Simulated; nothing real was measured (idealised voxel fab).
voxel capacitor over wiring: a process module
Section shown: cut. Width: 160 nm. Cell size: 5 nm, square.
In this document a cross-section is written as a grid of square cells. It is given as a series of bands, listed from the top down, and a band is one or more rows of cells. Basically the band line says how high the top is and how high the bottom is, in nm, and then what's in it from left to right, every material with its width in nm. Empty space shows up as "air", and if a single material carries "everywhere" it runs the full band edge to edge. We count height from 0. Below that, the starting wafer is all one material. The lowest band never ends at the bottom but goes on down; see "0 and below" for how that is written. Per-row width for "30->40": begins at first number (top row of band), ends at second number (bottom row), increment between rows held constant. "no change occurred" (step): cross-section cells unchanged, all of them. "Enclosed void listing": empty spaces of 8 cells or more with no open way to the top, each given as width x height at distance, distance from the left edge, all in nm. Step line, after settings: the simulator's comment on this step. What "overlay nm" on a step's line means: if the step has a mask, that mask lay this far to the right of its planned place, or, when the value is negative, to the left. Pairs, read this way: before one process step on the one hand, after it on the other, the after cross-section ending at the lowest band that changed; the step between, settings included, beneath. Same starting wafer throughout, but possibly different runs of this module, so no pair continues from the pair above unless its entry headed "Before processing" says so.
Before processing:
* 0 and below  Si everywhere
* Enclosed void listing: none
Result of Step:
* 10 down to 0  SiO2 everywhere
* Nothing below the height 0 has changed.
* Enclosed void listing: none
Before/after cross-sections above; step in between: CONFORMAL_DEP with material SiO2, thk nm 10
Before processing: look at the pair above, its after cross-section is where this step starts.
Result of Step:
* 15 down to 10  TiN everywhere
* Nothing below the height 10 has changed.
* Enclosed void listing: none
Before/after cross-sections above; step in between: DIRECTIONAL_DEP with material TiN, thk nm 5
Before processing: look at the pair above, its after cross-section is where this step starts.
Result of Step:
* 30 down to 15  Ru everywhere
* Nothing below the height 15 has changed.
* Enclosed void listing: none
Before/after cross-sections above; step in between: DIRECTIONAL_DEP with material Ru, thk nm 15
Before processing: look at the pair above, its after cross-section is where this step starts.
Result of Step:
* 50 down to 30  air (20) | resist (25) | air (70) | resist (25) | air (20)
* Nothing below the height 30 has changed.
* Enclosed void listing: none
Before/after cross-sections above; step in between: PATTERN with tone cover, mask id METAL_1, material resist, width nm 25, pitch nm 95, thk nm 20, overlay nm 0
Before processing: look at the pair above, its after cross-section is where this step starts.
Result of Step:
* 50 down to 30  air (20) | resist (25) | air (70) | resist (25) | air (20)
* 30 down to 15  air (20) | Ru (25) | air (70) | Ru (25) | air (20)
* Nothing below the height 15 has changed.
* Enclosed void listing: none
Before/after cross-sections above; step in between: DIRECTIONAL_ETCH with etch materials Ru, depth nm 15
Before processing: look at the pair above, its after cross-section is where this step starts.
Result of Step:
* 50 down to 30  air (20) | resist (25) | air (70) | resist (25) | air (20)
* 30 down to 15  air (20) | Ru (25) | air (70) | Ru (25) | air (20)
* 15 down to 10  air (20) | TiN (25) | air (70) | TiN (25) | air (20)
* Nothing below the height 10 has changed.
* Enclosed void listing: none
Before/after cross-sections above; step in between: DIRECTIONAL_ETCH with etch materials TiN, depth nm 5
Before processing: look at the pair above, its after cross-section is where this step starts.
Result of Step:
* 30 down to 15  air (20) | Ru (25) | air (70) | Ru (25) | air (20)
* Nothing below the height 15 has changed.
* Enclosed void listing: none
Before/after cross-sections above; step in between: STRIP with etch materials resist
Before processing: look at the pair above, its after cross-section is where this step starts.
Result of Step:
* 35 down to 30  air (15) | SiCN (35) | air (60) | SiCN (35) | air (15)
* 30 down to 15  air (15) | SiCN (5) | Ru (25) | SiCN (5) | air (60) | SiCN (5) | Ru (25) | SiCN (5) | air (15)
* 15 down to 10  SiCN (20) | TiN (25) | SiCN (70) | TiN (25) | SiCN (20)
* Nothing below the height 10 has changed.
* Enclosed void listing: none
Before/after cross-sections above; step in between: CONFORMAL_DEP with material SiCN, thk nm 5
Before processing: look at the pair above, its after cross-section is where this step starts.
Result of Step:
* 40 down to 35  SiO2 everywhere
* 35 down to 30  SiO2 (15) | SiCN (35) | SiO2 (60) | SiCN (35) | SiO2 (15)
* 30 down to 15  SiO2 (15) | SiCN (5) | Ru (25) | SiCN (5) | SiO2 (60) | SiCN (5) | Ru (25) | SiCN (5) | SiO2 (15)
* Nothing below the height 15 has changed.
* Enclosed void listing: none
Before/after cross-sections above; step in between: FILL_DEP with material SiO2, thk nm 5
Before processing: look at the pair above, its after cross-section is where this step starts.
Result of Step:
* 30 down to 15  SiO2 (15) | SiCN (5) | Ru (25) | SiCN (5) | SiO2 (60) | SiCN (5) | Ru (25) | SiCN (5) | SiO2 (15)
* Nothing below the height 15 has changed.
* Enclosed void listing: none
Before/after cross-sections above; step in between: CMP with height nm 30
Before processing: look at the pair above, its after cross-section is where this step starts.
Result of Step:
* 35 down to 30  SiCN everywhere
* Nothing below the height 30 has changed.
* Enclosed void listing: none
Before/after cross-sections above; step in between: CONFORMAL_DEP with material SiCN, thk nm 5
Before processing: look at the pair above, its after cross-section is where this step starts.
Result of Step:
* 50 down to 35  SiO2 everywhere
* Nothing below the height 35 has changed.
* Enclosed void listing: none
Before/after cross-sections above; step in between: DIRECTIONAL_DEP with material SiO2, thk nm 15
Before processing: look at the pair above, its after cross-section is where this step starts.
Result of Step:
* 60 down to 50  aC everywhere
* Nothing below the height 50 has changed.
* Enclosed void listing: none
Before/after cross-sections above; step in between: DIRECTIONAL_DEP with material aC, thk nm 10
Before processing: look at the pair above, its after cross-section is where this step starts.
Result of Step:
* 85 down to 60  resist (30) | air (15) | resist (115)
* Nothing below the height 60 has changed.
* Enclosed void listing: none
Before/after cross-sections above; step in between: PATTERN with tone open, mask id PLUG_1, material resist, width nm 15, thk nm 25, overlay nm 0
Before processing: look at the pair above, its after cross-section is where this step starts.
Result of Step:
* 75 down to 60  resist (30) | air (15) | resist (115)
* 60 down to 50  aC (30) | air (15) | aC (115)
* Nothing below the height 50 has changed.
* Enclosed void listing: none
Before/after cross-sections above; step in between: DIRECTIONAL_ETCH with etch materials aC, depth nm 10
Before processing: look at the pair above, its after cross-section is where this step starts.
Result of Step:
* 60 down to 50  aC (30) | air (15) | aC (115)
* Nothing below the height 50 has changed.
* Enclosed void listing: none
Before/after cross-sections above; step in between: STRIP with etch materials resist
Before processing: look at the pair above, its after cross-section is where this step starts.
Result of Step:
* 60 down to 50  aC (30) | air (15) | aC (115)
* 50 down to 35  SiO2 (30) | air (15) | SiO2 (115)
* Nothing below the height 35 has changed.
* Enclosed void listing: none
Before/after cross-sections above; step in between: DIRECTIONAL_ETCH with etch materials SiO2, depth nm 15
Before processing: look at the pair above, its after cross-section is where this step starts.
Result of Step:
* 60 down to 50  aC (30) | air (15) | aC (115)
* 50 down to 35  SiO2 (30) | air (15) | SiO2 (115)
* 35 down to 30  SiCN (30) | air (15) | SiCN (115)
* Nothing below the height 30 has changed.
* Enclosed void listing: none
Before/after cross-sections above; step in between: DIRECTIONAL_ETCH with etch materials SiCN, depth nm 5
Before processing: look at the pair above, its after cross-section is where this step starts.
Result of Step:
* 50 down to 35  SiO2 (30) | air (15) | SiO2 (115)
* Nothing below the height 35 has changed.
* Enclosed void listing: none
Before/after cross-sections above; step in between: STRIP with etch materials aC
Before processing: look at the pair above, its after cross-section is where this step starts.
Result of Step:
* 55 down to 50  TiN (35) | air (5) | TiN (120)
* 50 down to 35  SiO2 (30) | TiN (5) | air (5) | TiN (5) | SiO2 (115)
* 35 down to 30  SiCN (30) | TiN (15) | SiCN (115)
* Nothing below the height 30 has changed.
* Enclosed void listing: none
Before/after cross-sections above; step in between: CONFORMAL_DEP with material TiN, thk nm 5
Before processing: look at the pair above, its after cross-section is where this step starts.
Result of Step:
* 60 down to 55  Cu everywhere
* 55 down to 50  TiN (35) | Cu (5) | TiN (120)
* 50 down to 35  SiO2 (30) | TiN (5) | Cu (5) | TiN (5) | SiO2 (115)
* Nothing below the height 35 has changed.
* Enclosed void listing: none
Before/after cross-sections above; step in between: FILL_DEP with material Cu, thk nm 5
Before processing: look at the pair above, its after cross-section is where this step starts.
Result of Step:
* 50 down to 35  SiO2 (30) | TiN (5) | Cu (5) | TiN (5) | SiO2 (115)
* Nothing below the height 35 has changed.
* Enclosed void listing: none
Before/after cross-sections above; step in between: CMP with height nm 50
Before processing: look at the pair above, its after cross-section is where this step starts.
Result of Step:
* 60 down to 50  TiN everywhere
* Nothing below the height 50 has changed.
* Enclosed void listing: none
Before/after cross-sections above; step in between: DIRECTIONAL_DEP with material TiN, thk nm 10
Before processing: look at the pair above, its after cross-section is where this step starts.
Result of Step:
* 65 down to 60  HfO2 everywhere
* Nothing below the height 60 has changed.
* Enclosed void listing: none
Before/after cross-sections above; step in between: DIRECTIONAL_DEP with material HfO2, thk nm 5
Before processing: look at the pair above, its after cross-section is where this step starts.
Result of Step:
* 75 down to 65  TiN everywhere
* Nothing below the height 65 has changed.
* Enclosed void listing: none
Before/after cross-sections above; step in between: DIRECTIONAL_DEP with material TiN, thk nm 10
Before processing: look at the pair above, its after cross-section is where this step starts.
Result of Step:
* 85 down to 75  aC everywhere
* Nothing below the height 75 has changed.
* Enclosed void listing: none
Before/after cross-sections above; step in between: DIRECTIONAL_DEP with material aC, thk nm 10
Before processing: look at the pair above, its after cross-section is where this step starts.
Result of Step:
* 115 down to 85  air (30) | resist (75) | air (55)
* Nothing below the height 85 has changed.
* Enclosed void listing: none
Before/after cross-sections above; step in between: PATTERN with tone cover, mask id UPPER_PLATE, material resist, width nm 75, thk nm 30, overlay nm 0
Before processing: look at the pair above, its after cross-section is where this step starts.
Result of Step:
* 105 down to 85  air (30) | resist (75) | air (55)
* 85 down to 75  air (30) | aC (75) | air (55)
* Nothing below the height 75 has changed.
* Enclosed void listing: none
Before/after cross-sections above; step in between: DIRECTIONAL_ETCH with etch materials aC, depth nm 10
Before processing: look at the pair above, its after cross-section is where this step starts.
Result of Step:
* 85 down to 75  air (30) | aC (75) | air (55)
* Nothing below the height 75 has changed.
* Enclosed void listing: none
Before/after cross-sections above; step in between: STRIP with etch materials resist
Before processing: look at the pair above, its after cross-section is where this step starts.
Result of Step:
* 85 down to 75  air (30) | aC (75) | air (55)
* 75 down to 65  air (30) | TiN (75) | air (55)
* Nothing below the height 65 has changed.
* Enclosed void listing: none
Before/after cross-sections above; step in between: DIRECTIONAL_ETCH with etch materials TiN, depth nm 10
Before processing: look at the pair above, its after cross-section is where this step starts.
Result of Step:
* 85 down to 75  air (30) | aC (75) | air (55)
* 75 down to 65  air (30) | TiN (75) | air (55)
* 65 down to 60  air (30) | HfO2 (75) | air (55)
* Nothing below the height 60 has changed.
* Enclosed void listing: none
Before/after cross-sections above; step in between: DIRECTIONAL_ETCH with etch materials HfO2, depth nm 5
Before processing: look at the pair above, its after cross-section is where this step starts.
Result of Step:
* 75 down to 65  air (30) | TiN (75) | air (55)
* Nothing below the height 65 has changed.
* Enclosed void listing: none
Before/after cross-sections above; step in between: STRIP with etch materials aC
Before processing: look at the pair above, its after cross-section is where this step starts.
Result of Step:
* 85 down to 75  air (30) | aC (75) | air (55)
* 75 down to 70  air (30) | TiN (75) | air (55)
* 70 down to 65  aC (30) | TiN (75) | aC (55)
* 65 down to 60  aC (30) | HfO2 (75) | aC (55)
* Nothing below the height 60 has changed.
* Enclosed void listing: none
Before/after cross-sections above; step in between: DIRECTIONAL_DEP with material aC, thk nm 10
Before processing: look at the pair above, its after cross-section is where this step starts.
Result of Step:
* 110 down to 85  air (25) | resist (85) | air (50)
* 85 down to 75  air (25) | resist (5) | aC (75) | resist (5) | air (50)
* 75 down to 70  air (25) | resist (5) | TiN (75) | resist (5) | air (50)
* Nothing below the height 70 has changed.
* Enclosed void listing: none
Before/after cross-sections above; step in between: PATTERN with tone cover, mask id LOWER_PLATE, material resist, width nm 85, thk nm 25, overlay nm 0
Before processing: look at the pair above, its after cross-section is where this step starts.
Result of Step:
* 100 down to 85  air (25) | resist (85) | air (50)
* 85 down to 75  air (25) | resist (5) | aC (75) | resist (5) | air (50)
* 75 down to 70  air (25) | resist (5) | TiN (75) | resist (5) | air (50)
* 70 down to 65  air (25) | aC (5) | TiN (75) | aC (5) | air (50)
* 65 down to 60  air (25) | aC (5) | HfO2 (75) | aC (5) | air (50)
* Nothing below the height 60 has changed.
* Enclosed void listing: none
Before/after cross-sections above; step in between: DIRECTIONAL_ETCH with etch materials aC, depth nm 10
Before processing: look at the pair above, its after cross-section is where this step starts.
Result of Step:
* 85 down to 75  air (30) | aC (75) | air (55)
* 75 down to 70  air (30) | TiN (75) | air (55)
* Nothing below the height 70 has changed.
* Enclosed void listing: none
Before/after cross-sections above; step in between: STRIP with etch materials resist
Before processing: look at the pair above, its after cross-section is where this step starts.
Result of Step:
* 85 down to 75  air (30) | aC (75) | air (55)
* 75 down to 70  air (30) | TiN (75) | air (55)
* 70 down to 65  air (25) | aC (5) | TiN (75) | aC (5) | air (50)
* 65 down to 60  air (25) | aC (5) | HfO2 (75) | aC (5) | air (50)
* 60 down to 50  air (25) | TiN (85) | air (50)
* Nothing below the height 50 has changed.
* Enclosed void listing: none
Before/after cross-sections above; step in between: DIRECTIONAL_ETCH with etch materials TiN, depth nm 10
Before processing: look at the pair above, its after cross-section is where this step starts.
Result of Step:
* 75 down to 65  air (30) | TiN (75) | air (55)
* 65 down to 60  air (30) | HfO2 (75) | air (55)
* Nothing below the height 60 has changed.
* Enclosed void listing: none
Before/after cross-sections above; step in between: STRIP with etch materials aC
Before processing: look at the pair above, its after cross-section is where this step starts.
Result of Step:
* 95 down to 75  SiO2 everywhere
* 75 down to 65  SiO2 (30) | TiN (75) | SiO2 (55)
* 65 down to 60  SiO2 (30) | HfO2 (75) | SiO2 (55)
* 60 down to 50  SiO2 (25) | TiN (85) | SiO2 (50)
* Nothing below the height 50 has changed.
* Enclosed void listing: none
Before/after cross-sections above; step in between: FILL_DEP with material SiO2, thk nm 20
Before processing: look at the pair above, its after cross-section is where this step starts.
Result of Step:
* 90 down to 75  SiO2 everywhere
* Nothing below the height 75 has changed.
* Enclosed void listing: none
Before/after cross-sections above; step in between: CMP with height nm 90
Before processing: look at the pair above, its after cross-section is where this step starts.
Result of Step:
* 90 down to 75  SiO2 (40) | air (15) | SiO2 (105)
* Nothing below the height 75 has changed.
* Enclosed void listing: none
Before/after cross-sections above; step in between: MASKED_ETCH with tone open, mask id PLUG_2, width nm 15, etch materials SiO2, depth nm 15, overlay nm 0
Before processing: look at the pair above, its after cross-section is where this step starts.
Result of Step:
* 95 down to 90  TiN (45) | air (5) | TiN (110)
* 90 down to 80  SiO2 (40) | TiN (5) | air (5) | TiN (5) | SiO2 (105)
* 80 down to 75  SiO2 (40) | TiN (15) | SiO2 (105)
* Nothing below the height 75 has changed.
* Enclosed void listing: none
Before/after cross-sections above; step in between: CONFORMAL_DEP with material TiN, thk nm 5
Before processing: look at the pair above, its after cross-section is where this step starts.
Result of Step:
* 100 down to 95  Cu everywhere
* 95 down to 90  TiN (45) | Cu (5) | TiN (110)
* 90 down to 80  SiO2 (40) | TiN (5) | Cu (5) | TiN (5) | SiO2 (105)
* Nothing below the height 80 has changed.
* Enclosed void listing: none
Before/after cross-sections above; step in between: FILL_DEP with material Cu, thk nm 5
Before processing: look at the pair above, its after cross-section is where this step starts.
Result of Step:
* 90 down to 80  SiO2 (40) | TiN (5) | Cu (5) | TiN (5) | SiO2 (105)
* Nothing below the height 80 has changed.
* Enclosed void listing: none
Before/after cross-sections above; step in between: CMP with height nm 90
Before processing: look at the pair above, its after cross-section is where this step starts.
Result of Step:
* 95 down to 90  SiN everywhere
* Nothing below the height 90 has changed.
* Enclosed void listing: none
Before/after cross-sections above; step in between: CONFORMAL_DEP with material SiN, thk nm 5
Before processing:
* 0 and below  Si everywhere
* Enclosed void listing: none
Result of Step:
* 5 down to 0  TiN everywhere
* Nothing below the height 0 has changed.
* Enclosed void listing: none
Before/after cross-sections above; step in between: DIRECTIONAL_DEP with material TiN, thk nm 5
Before processing: look at the pair above, its after cross-section is where this step starts.
Result of Step:
* 20 down to 5  Ru everywhere
* Nothing below the height 5 has changed.
* Enclosed void listing: none
Before/after cross-sections above; step in between: DIRECTIONAL_DEP with material Ru, thk nm 15
Before processing: look at the pair above, its after cross-section is where this step starts.
Result of Step:
* 40 down to 20  air (20) | resist (25) | air (70) | resist (25) | air (20)
* Nothing below the height 20 has changed.
* Enclosed void listing: none
Before/after cross-sections above; step in between: PATTERN with tone cover, mask id METAL_1, material resist, width nm 25, pitch nm 95, thk nm 20, overlay nm 0
Before processing: look at the pair above, its after cross-section is where this step starts.
Result of Step:
* 40 down to 20  air (20) | resist (25) | air (70) | resist (25) | air (20)
* 20 down to 5  air (20) | Ru (25) | air (70) | Ru (25) | air (20)
* Nothing below the height 5 has changed.
* Enclosed void listing: none
Before/after cross-sections above; step in between: DIRECTIONAL_ETCH with etch materials Ru, depth nm 15
Before processing: look at the pair above, its after cross-section is where this step starts.
Result of Step:
* 40 down to 20  air (20) | resist (25) | air (70) | resist (25) | air (20)
* 20 down to 5  air (20) | Ru (25) | air (70) | Ru (25) | air (20)
* 5 down to 0  air (20) | TiN (25) | air (70) | TiN (25) | air (20)
* Nothing below the height 0 has changed.
* Enclosed void listing: none
Before/after cross-sections above; step in between: DIRECTIONAL_ETCH with etch materials TiN, depth nm 5
Before processing: look at the pair above, its after cross-section is where this step starts.
Result of Step:
* 20 down to 5  air (20) | Ru (25) | air (70) | Ru (25) | air (20)
* Nothing below the height 5 has changed.
* Enclosed void listing: none
Before/after cross-sections above; step in between: STRIP with etch materials resist
Before processing: look at the pair above, its after cross-section is where this step starts.
Result of Step:
* 25 down to 20  air (15) | SiCN (35) | air (60) | SiCN (35) | air (15)
* 20 down to 5  air (15) | SiCN (5) | Ru (25) | SiCN (5) | air (60) | SiCN (5) | Ru (25) | SiCN (5) | air (15)
* 5 down to 0  SiCN (20) | TiN (25) | SiCN (70) | TiN (25) | SiCN (20)
* Nothing below the height 0 has changed.
* Enclosed void listing: none
Before/after cross-sections above; step in between: CONFORMAL_DEP with material SiCN, thk nm 5
Before processing: look at the pair above, its after cross-section is where this step starts.
Result of Step:
* 30 down to 25  SiO2 everywhere
* 25 down to 20  SiO2 (15) | SiCN (35) | SiO2 (60) | SiCN (35) | SiO2 (15)
* 20 down to 5  SiO2 (15) | SiCN (5) | Ru (25) | SiCN (5) | SiO2 (60) | SiCN (5) | Ru (25) | SiCN (5) | SiO2 (15)
* Nothing below the height 5 has changed.
* Enclosed void listing: none
Before/after cross-sections above; step in between: FILL_DEP with material SiO2, thk nm 5
Before processing: look at the pair above, its after cross-section is where this step starts.
Result of Step:
* 35 down to 30  SiCN everywhere
* Nothing below the height 30 has changed.
* Enclosed void listing: none
Before/after cross-sections above; step in between: CONFORMAL_DEP with material SiCN, thk nm 5
Before processing: look at the pair above, its after cross-section is where this step starts.
Result of Step:
* 50 down to 35  SiO2 everywhere
* Nothing below the height 35 has changed.
* Enclosed void listing: none
Before/after cross-sections above; step in between: DIRECTIONAL_DEP with material SiO2, thk nm 15
Before processing: look at the pair above, its after cross-section is where this step starts.
Result of Step:
* 60 down to 50  aC everywhere
* Nothing below the height 50 has changed.
* Enclosed void listing: none
Before/after cross-sections above; step in between: DIRECTIONAL_DEP with material aC, thk nm 10
Before processing: look at the pair above, its after cross-section is where this step starts.
Result of Step:
* 85 down to 60  resist (30) | air (15) | resist (115)
* Nothing below the height 60 has changed.
* Enclosed void listing: none
Before/after cross-sections above; step in between: PATTERN with tone open, mask id PLUG_1, material resist, width nm 15, thk nm 25, overlay nm 0
Before processing: look at the pair above, its after cross-section is where this step starts.
Result of Step:
* 75 down to 60  resist (30) | air (15) | resist (115)
* 60 down to 50  aC (30) | air (15) | aC (115)
* Nothing below the height 50 has changed.
* Enclosed void listing: none
Before/after cross-sections above; step in between: DIRECTIONAL_ETCH with etch materials aC, depth nm 10
Before processing: look at the pair above, its after cross-section is where this step starts.
Result of Step:
* 60 down to 50  aC (30) | air (15) | aC (115)
* Nothing below the height 50 has changed.
* Enclosed void listing: none
Before/after cross-sections above; step in between: STRIP with etch materials resist
Before processing: look at the pair above, its after cross-section is where this step starts.
Result of Step:
* 60 down to 50  aC (30) | air (15) | aC (115)
* 50 down to 35  SiO2 (30) | air (15) | SiO2 (115)
* Nothing below the height 35 has changed.
* Enclosed void listing: none
Before/after cross-sections above; step in between: DIRECTIONAL_ETCH with etch materials SiO2, depth nm 15
Before processing: look at the pair above, its after cross-section is where this step starts.
Result of Step:
* 60 down to 50  aC (30) | air (15) | aC (115)
* 50 down to 35  SiO2 (30) | air (15) | SiO2 (115)
* 35 down to 30  SiCN (30) | air (15) | SiCN (115)
* Nothing below the height 30 has changed.
* Enclosed void listing: none
Before/after cross-sections above; step in between: DIRECTIONAL_ETCH with etch materials SiCN, depth nm 5
Before processing: look at the pair above, its after cross-section is where this step starts.
Result of Step:
* 50 down to 35  SiO2 (30) | air (15) | SiO2 (115)
* Nothing below the height 35 has changed.
* Enclosed void listing: none
Before/after cross-sections above; step in between: STRIP with etch materials aC
Before processing: look at the pair above, its after cross-section is where this step starts.
Result of Step:
* 55 down to 50  TiN (35) | air (5) | TiN (120)
* 50 down to 35  SiO2 (30) | TiN (5) | air (5) | TiN (5) | SiO2 (115)
* 35 down to 30  SiCN (30) | TiN (15) | SiCN (115)
* Nothing below the height 30 has changed.
* Enclosed void listing: none
Before/after cross-sections above; step in between: CONFORMAL_DEP with material TiN, thk nm 5
Before processing: look at the pair above, its after cross-section is where this step starts.
Result of Step:
* 60 down to 55  Cu everywhere
* 55 down to 50  TiN (35) | Cu (5) | TiN (120)
* 50 down to 35  SiO2 (30) | TiN (5) | Cu (5) | TiN (5) | SiO2 (115)
* Nothing below the height 35 has changed.
* Enclosed void listing: none
Before/after cross-sections above; step in between: FILL_DEP with material Cu, thk nm 5
Before processing: look at the pair above, its after cross-section is where this step starts.
Result of Step:
* 50 down to 35  SiO2 (30) | TiN (5) | Cu (5) | TiN (5) | SiO2 (115)
* Nothing below the height 35 has changed.
* Enclosed void listing: none
Before/after cross-sections above; step in between: CMP with height nm 50
Before processing: look at the pair above, its after cross-section is where this step starts.
Result of Step:
* 60 down to 50  TiN everywhere
* Nothing below the height 50 has changed.
* Enclosed void listing: none
Before/after cross-sections above; step in between: DIRECTIONAL_DEP with material TiN, thk nm 10
Before processing: look at the pair above, its after cross-section is where this step starts.
Result of Step:
* 65 down to 60  HfO2 everywhere
* Nothing below the height 60 has changed.
* Enclosed void listing: none
Before/after cross-sections above; step in between: DIRECTIONAL_DEP with material HfO2, thk nm 5
Before processing: look at the pair above, its after cross-section is where this step starts.
Result of Step:
* 75 down to 65  TiN everywhere
* Nothing below the height 65 has changed.
* Enclosed void listing: none
Before/after cross-sections above; step in between: DIRECTIONAL_DEP with material TiN, thk nm 10
Before processing: look at the pair above, its after cross-section is where this step starts.
Result of Step:
* 85 down to 75  aC everywhere
* Nothing below the height 75 has changed.
* Enclosed void listing: none
Before/after cross-sections above; step in between: DIRECTIONAL_DEP with material aC, thk nm 10
Before processing: look at the pair above, its after cross-section is where this step starts.
Result of Step:
* 115 down to 85  air (30) | resist (75) | air (55)
* Nothing below the height 85 has changed.
* Enclosed void listing: none
Before/after cross-sections above; step in between: PATTERN with tone cover, mask id UPPER_PLATE, material resist, width nm 75, thk nm 30, overlay nm 0
Before processing: look at the pair above, its after cross-section is where this step starts.
Result of Step:
* 105 down to 85  air (30) | resist (75) | air (55)
* 85 down to 75  air (30) | aC (75) | air (55)
* Nothing below the height 75 has changed.
* Enclosed void listing: none
Before/after cross-sections above; step in between: DIRECTIONAL_ETCH with etch materials aC, depth nm 10
Before processing: look at the pair above, its after cross-section is where this step starts.
Result of Step:
* 85 down to 75  air (30) | aC (75) | air (55)
* Nothing below the height 75 has changed.
* Enclosed void listing: none
Before/after cross-sections above; step in between: STRIP with etch materials resist
Before processing: look at the pair above, its after cross-section is where this step starts.
Result of Step:
* 85 down to 75  air (30) | aC (75) | air (55)
* 75 down to 65  air (30) | TiN (75) | air (55)
* Nothing below the height 65 has changed.
* Enclosed void listing: none
Before/after cross-sections above; step in between: DIRECTIONAL_ETCH with etch materials TiN, depth nm 10
Before processing: look at the pair above, its after cross-section is where this step starts.
Result of Step:
* 85 down to 75  air (30) | aC (75) | air (55)
* 75 down to 65  air (30) | TiN (75) | air (55)
* 65 down to 60  air (30) | HfO2 (75) | air (55)
* Nothing below the height 60 has changed.
* Enclosed void listing: none
Before/after cross-sections above; step in between: DIRECTIONAL_ETCH with etch materials HfO2, depth nm 5
Before processing: look at the pair above, its after cross-section is where this step starts.
Result of Step:
* 75 down to 65  air (30) | TiN (75) | air (55)
* Nothing below the height 65 has changed.
* Enclosed void listing: none
Before/after cross-sections above; step in between: STRIP with etch materials aC
Before processing: look at the pair above, its after cross-section is where this step starts.
Result of Step:
* 85 down to 75  air (30) | aC (75) | air (55)
* 75 down to 70  air (30) | TiN (75) | air (55)
* 70 down to 65  aC (30) | TiN (75) | aC (55)
* 65 down to 60  aC (30) | HfO2 (75) | aC (55)
* Nothing below the height 60 has changed.
* Enclosed void listing: none
Before/after cross-sections above; step in between: DIRECTIONAL_DEP with material aC, thk nm 10
Before processing: look at the pair above, its after cross-section is where this step starts.
Result of Step:
* 110 down to 85  air (25) | resist (85) | air (50)
* 85 down to 75  air (25) | resist (5) | aC (75) | resist (5) | air (50)
* 75 down to 70  air (25) | resist (5) | TiN (75) | resist (5) | air (50)
* Nothing below the height 70 has changed.
* Enclosed void listing: none
Before/after cross-sections above; step in between: PATTERN with tone cover, mask id LOWER_PLATE, material resist, width nm 85, thk nm 25, overlay nm 0
Before processing: look at the pair above, its after cross-section is where this step starts.
Result of Step:
* 100 down to 85  air (25) | resist (85) | air (50)
* 85 down to 75  air (25) | resist (5) | aC (75) | resist (5) | air (50)
* 75 down to 70  air (25) | resist (5) | TiN (75) | resist (5) | air (50)
* 70 down to 65  air (25) | aC (5) | TiN (75) | aC (5) | air (50)
* 65 down to 60  air (25) | aC (5) | HfO2 (75) | aC (5) | air (50)
* Nothing below the height 60 has changed.
* Enclosed void listing: none
Before/after cross-sections above; step in between: DIRECTIONAL_ETCH with etch materials aC, depth nm 10
Before processing: look at the pair above, its after cross-section is where this step starts.
Result of Step:
* 85 down to 75  air (30) | aC (75) | air (55)
* 75 down to 70  air (30) | TiN (75) | air (55)
* Nothing below the height 70 has changed.
* Enclosed void listing: none
Before/after cross-sections above; step in between: STRIP with etch materials resist
Before processing: look at the pair above, its after cross-section is where this step starts.
Result of Step:
* 85 down to 75  air (30) | aC (75) | air (55)
* 75 down to 70  air (30) | TiN (75) | air (55)
* 70 down to 65  air (25) | aC (5) | TiN (75) | aC (5) | air (50)
* 65 down to 60  air (25) | aC (5) | HfO2 (75) | aC (5) | air (50)
* 60 down to 50  air (25) | TiN (85) | air (50)
* Nothing below the height 50 has changed.
* Enclosed void listing: none
Before/after cross-sections above; step in between: DIRECTIONAL_ETCH with etch materials TiN, depth nm 10
Before processing: look at the pair above, its after cross-section is where this step starts.
Result of Step:
* 75 down to 65  air (30) | TiN (75) | air (55)
* 65 down to 60  air (30) | HfO2 (75) | air (55)
* Nothing below the height 60 has changed.
* Enclosed void listing: none
Before/after cross-sections above; step in between: STRIP with etch materials aC
Before processing: look at the pair above, its after cross-section is where this step starts.
Result of Step:
* 95 down to 75  SiO2 everywhere
* 75 down to 65  SiO2 (30) | TiN (75) | SiO2 (55)
* 65 down to 60  SiO2 (30) | HfO2 (75) | SiO2 (55)
* 60 down to 50  SiO2 (25) | TiN (85) | SiO2 (50)
* Nothing below the height 50 has changed.
* Enclosed void listing: none
Before/after cross-sections above; step in between: FILL_DEP with material SiO2, thk nm 20
Before processing: look at the pair above, its after cross-section is where this step starts.
Result of Step:
* 90 down to 75  SiO2 everywhere
* Nothing below the height 75 has changed.
* Enclosed void listing: none
Before/after cross-sections above; step in between: CMP with height nm 90
Before processing: look at the pair above, its after cross-section is where this step starts.
Result of Step:
* 90 down to 75  SiO2 (40) | air (15) | SiO2 (105)
* Nothing below the height 75 has changed.
* Enclosed void listing: none
Before/after cross-sections above; step in between: MASKED_ETCH with tone open, mask id PLUG_2, width nm 15, etch materials SiO2, depth nm 15, overlay nm 0
Before processing: look at the pair above, its after cross-section is where this step starts.
Result of Step:
* 95 down to 90  TiN (45) | air (5) | TiN (110)
* 90 down to 80  SiO2 (40) | TiN (5) | air (5) | TiN (5) | SiO2 (105)
* 80 down to 75  SiO2 (40) | TiN (15) | SiO2 (105)
* Nothing below the height 75 has changed.
* Enclosed void listing: none
Before/after cross-sections above; step in between: CONFORMAL_DEP with material TiN, thk nm 5
Before processing: look at the pair above, its after cross-section is where this step starts.
Result of Step:
* 100 down to 95  Cu everywhere
* 95 down to 90  TiN (45) | Cu (5) | TiN (110)
* 90 down to 80  SiO2 (40) | TiN (5) | Cu (5) | TiN (5) | SiO2 (105)
* Nothing below the height 80 has changed.
* Enclosed void listing: none
Before/after cross-sections above; step in between: FILL_DEP with material Cu, thk nm 5
Before processing: look at the pair above, its after cross-section is where this step starts.
Result of Step:
* 90 down to 80  SiO2 (40) | TiN (5) | Cu (5) | TiN (5) | SiO2 (105)
* Nothing below the height 80 has changed.
* Enclosed void listing: none
Before/after cross-sections above; step in between: CMP with height nm 90
Before processing: look at the pair above, its after cross-section is where this step starts.
Result of Step:
* 95 down to 90  SiN everywhere
* Nothing below the height 90 has changed.
* Enclosed void listing: none
Before/after cross-sections above; step in between: CONFORMAL_DEP with material SiN, thk nm 5
